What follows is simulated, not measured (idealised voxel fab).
The document below concerns the process module designated voxel local oxidation.
In the cross-section labelled cut, the width is 255 nm and each square cell is 5 nm.
Think of the cross-section as a grid of square cells. We describe it in bands, top to bottom, and each band covers one or more rows of those cells.
Look at the band entry: it leads with the top's height and the bottom's height in nm. Then it lists the materials left to right, with a width in nm for each. The word "everywhere" on a single material says that material fills the band edge to edge. The word "empty" is empty space.
Where do heights start? At 0: under that level the wafer as delivered is made of one material only. And the lowest band has no floor; it just carries on downward, as in "0..down".
The width entry "30..40" should be interpreted row by row: the top row of cells in the band takes the first number, the bottom row takes the second number, and the change between adjacent rows is uniform throughout.
"nothing altered" after a step means that no cell of the cross-section changed.
Any empty space of 8 cells or more lacking an open way to the top shows up in "Closed void catalog" as width x height at distance, distance from the left edge, in nm.
Step line, after settings: the simulator's comment on this step.
overlay nm: right-of-plan distance of the mask on a masked step; negative values mean left-of-plan.
[Set out below are the planned steps of the process]
1: RECEIVE (material Si)
2: CONFORMAL_DEP (material SiO2; thk nm 5)
3: CONFORMAL_DEP (material SiN; thk nm 15)
4: DIRECTIONAL_DEP (material aC; thk nm 15)
5: PATTERN (tone cover; mask id ACTIVE; material resist; width nm 130; thk nm 35; overlay nm 0)
6: DIRECTIONAL_ETCH (etch materials aC; depth nm 15)
7: STRIP (etch materials resist)
8: DIRECTIONAL_ETCH (etch materials SiN; depth nm 15)
9: STRIP (etch materials aC)
10: SELECTIVE_ETCH (etch materials SiO2; depth nm 5)
11: OXIDIZE (depth nm 15)
12: STRIP (etch materials SiN)
[Incoming wafer, cross-sectional view, post step 1]
> 0..down  Si everywhere
> Closed void catalog: none
[Cross-sectional image of the first of two wafers at the end of the module, the run having proceeded as planned]
> 5..0  65 of empty; 120 of SiO2; 70 of empty
> 0..-15  80 of SiO2; 90 of Si; 85 of SiO2
> -15..down  Si everywhere
> Closed void catalog: none
[End-of-module cross-section of the second wafer: identical starting point and process plan to the first, with one processing mistake]
> 5..0  65 of empty; 120 of SiO2; 70 of empty
> 0..-25  90 of SiO2; 70 of Si; 95 of SiO2
> -25..down  Si everywhere
> Closed void catalog: none
The plan and the run diverged here: step 11, actual vs plan mismatch, actual run OXIDIZE (depth nm 25)
Counted in cells at the end, the second wafer holds more or fewer of these materials than the first: Si -86; SiO2 +86
